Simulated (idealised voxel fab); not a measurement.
process module | voxel transistor to metal
cross-section cut | 140 nm wide | cells 5 nm
A cross-section is a grid of square cells, given in bands from the top down. A band is one or more rows of cells.
Each band's line starts with the height of the band's top and of its bottom, in nm. Then come its materials from left to right, each with its width in nm. One material with "throughout" fills the band from edge to edge. "air" is empty space.
Height 0 is the level under which the wafer as received is all one material. The lowest band goes on downwards, as in "0 down".
A width such as "30 to 40" changes by the same amount from each row of cells to the next, from the band's top row to its bottom row.
"no change" after a step means that no cell of the cross-section changed.
closed voids: empty space of 8 cells or more with no open way to the top, each as width x height at its distance from the left edge, in nm
after a step's settings: what the simulator itself notes on the step
overlay nm, on a step with a mask: how far to the right of its planned place the mask lay; to the left if negative
plan
1 op RECEIVE | material Si
2 op OXIDIZE | depth nm 5
3 op CONFORMAL_DEP | material SiN | thk nm 15
4 op MASKED_ETCH | tone cover | mask id ACTIVE | width nm 110 | etch materials SiN | depth nm 15 | overlay nm 0
5 op MASKED_ETCH | tone cover | mask id ACTIVE | width nm 110 | etch materials SiO2 | depth nm 5 | overlay nm 0
6 op MASKED_ETCH | tone cover | mask id ACTIVE | width nm 110 | etch materials Si | depth nm 35 | overlay nm 0
7 op FILL_DEP | material SiO2 | thk nm 5
8 op CMP | height nm 15
9 op SELECTIVE_ETCH | etch materials SiO2 | depth nm 10
10 op STRIP | etch materials SiN
11 op SELECTIVE_ETCH | etch materials SiO2 | depth nm 5
12 op OXIDIZE | depth nm 5
13 op DIRECTIONAL_DEP | material polySi | thk nm 30
14 op DIRECTIONAL_DEP | material SiCN | thk nm 15
15 op DIRECTIONAL_DEP | material aC | thk nm 10
16 op PATTERN | tone cover | mask id GATE | material resist | width nm 20 | thk nm 25 | overlay nm 0
17 op DIRECTIONAL_ETCH | etch materials aC | depth nm 10
18 op STRIP | etch materials resist
19 op DIRECTIONAL_ETCH | etch materials SiCN | depth nm 25
20 op DIRECTIONAL_ETCH | etch materials polySi | depth nm 40
21 op STRIP | etch materials aC
22 op CONFORMAL_DEP | material SiO2 | thk nm 5
23 op DIRECTIONAL_ETCH | etch materials SiO2 | depth nm 5
24 op CONFORMAL_DEP | material SiN | thk nm 5
25 op DIRECTIONAL_ETCH | etch materials SiN | depth nm 5
26 op DIRECTIONAL_ETCH | etch materials SiO2 | depth nm 5
27 op DIRECTIONAL_ETCH | etch materials Si | depth nm 10
28 op EPI | material SiGe | thk nm 15
29 op FILL_DEP | material SiO2 | thk nm 5
30 op CMP | height nm 40
31 op DIRECTIONAL_DEP | material SiO2 | thk nm 15
32 op DIRECTIONAL_DEP | material aC | thk nm 15
33 op PATTERN | tone open | mask id CONTACT | material resist | width nm 20 | pitch nm 80 | thk nm 30 | overlay nm 0
34 op DIRECTIONAL_ETCH | etch materials aC | depth nm 15
35 op STRIP | etch materials resist
36 op DIRECTIONAL_ETCH | etch materials SiO2 | depth nm 50
37 op STRIP | etch materials aC
38 op CONFORMAL_DEP | material TiN | thk nm 5
39 op FILL_DEP | material Ru | thk nm 10
40 op CMP | height nm 55
41 op CONFORMAL_DEP | material SiCN | thk nm 5
42 op DIRECTIONAL_DEP | material SiO2 | thk nm 15
43 op DIRECTIONAL_DEP | material aC | thk nm 15
44 op PATTERN | tone open | mask id METAL_1 | material resist | width nm 20 | pitch nm 80 | thk nm 35 | overlay nm 0
45 op DIRECTIONAL_ETCH | etch materials aC | depth nm 15
46 op STRIP | etch materials resist
47 op DIRECTIONAL_ETCH | etch materials SiO2 | depth nm 15
48 op DIRECTIONAL_ETCH | etch materials SiCN | depth nm 5
49 op STRIP | etch materials aC
50 op CONFORMAL_DEP | material TiN | thk nm 5
51 op FILL_DEP | material W | thk nm 10
52 op CMP | height nm 75
53 op CONFORMAL_DEP | material SiCN | thk nm 5
as received, after step 1
  0 down: Si throughout
  closed voids: none
first wafer at the end, as planned
  80 to 75: SiCN throughout
  75 to 60: SiO2 20 | TiN 5 | W 10 | TiN 5 | SiO2 60 | TiN 5 | W 10 | TiN 5 | SiO2 20
  60 to 55: SiCN 20 | TiN 20 | SiCN 60 | TiN 20 | SiCN 20
  55 to 40: SiO2 20 | TiN 5 | Ru 10 | TiN 5 | SiO2 60 | TiN 5 | Ru 10 | TiN 5 | SiO2 20
  40 to 25: SiO2 20 | TiN 5 | Ru 10 | TiN 5 | SiO2 10 | SiN 5 | SiO2 5 | SiCN 20 | SiO2 5 | SiN 5 | SiO2 10 | TiN 5 | Ru 10 | TiN 5 | SiO2 20
  25 to 10: SiO2 20 | TiN 5 | Ru 10 | TiN 5 | SiO2 10 | SiN 5 | SiO2 5 | polySi 20 | SiO2 5 | SiN 5 | SiO2 10 | TiN 5 | Ru 10 | TiN 5 | SiO2 20
  10 to 5: SiO2 20 | TiN 20 | SiO2 10 | SiN 5 | SiO2 5 | polySi 20 | SiO2 5 | SiN 5 | SiO2 10 | TiN 20 | SiO2 20
  5 to 0: SiO2 15 | SiGe 35 | SiN 5 | SiO2 5 | polySi 20 | SiO2 5 | SiN 5 | SiGe 35 | SiO2 15
  0 to -5: SiO2 15 | SiN 5 | SiGe 30 | SiN 5 | SiO2 5 | polySi 20 | SiO2 5 | SiN 5 | SiGe 30 | SiN 5 | SiO2 15
  -5 to -10: SiO2 20 | SiGe 30 | SiO2 40 | SiGe 30 | SiO2 20
  -10 to -20: SiO2 15 | Si 5 | SiGe 30 | Si 40 | SiGe 30 | Si 5 | SiO2 15
  -20 to -40: SiO2 15 | Si 110 | SiO2 15
  -40 down: Si throughout
  closed voids: none
second wafer at the end: like start, like plan, one mistake
  80 to 75: SiCN throughout
  75 to 70: SiCN 20 | TiN 20 | SiCN 60 | TiN 20 | SiCN 20
  70 to 55: SiO2 throughout
  55 to 40: SiO2 20 | TiN 5 | Ru 10 | TiN 5 | SiO2 60 | TiN 5 | Ru 10 | TiN 5 | SiO2 20
  40 to 25: SiO2 20 | TiN 5 | Ru 10 | TiN 5 | SiO2 10 | SiN 5 | SiO2 5 | SiCN 20 | SiO2 5 | SiN 5 | SiO2 10 | TiN 5 | Ru 10 | TiN 5 | SiO2 20
  25 to 10: SiO2 20 | TiN 5 | Ru 10 | TiN 5 | SiO2 10 | SiN 5 | SiO2 5 | polySi 20 | SiO2 5 | SiN 5 | SiO2 10 | TiN 5 | Ru 10 | TiN 5 | SiO2 20
  10 to 5: SiO2 20 | TiN 20 | SiO2 10 | SiN 5 | SiO2 5 | polySi 20 | SiO2 5 | SiN 5 | SiO2 10 | TiN 20 | SiO2 20
  5 to 0: SiO2 15 | SiGe 35 | SiN 5 | SiO2 5 | polySi 20 | SiO2 5 | SiN 5 | SiGe 35 | SiO2 15
  0 to -5: SiO2 15 | SiN 5 | SiGe 30 | SiN 5 | SiO2 5 | polySi 20 | SiO2 5 | SiN 5 | SiGe 30 | SiN 5 | SiO2 15
  -5 to -10: SiO2 20 | SiGe 30 | SiO2 40 | SiGe 30 | SiO2 20
  -10 to -20: SiO2 15 | Si 5 | SiGe 30 | Si 40 | SiGe 30 | Si 5 | SiO2 15
  -20 to -40: SiO2 15 | Si 110 | SiO2 15
  -40 down: Si throughout
  closed voids: none
what went wrong: steps 41 and 42 were swapped
at the end the second wafer has, in cells: 24 more of SiO2 | 12 fewer of TiN | 12 fewer of W
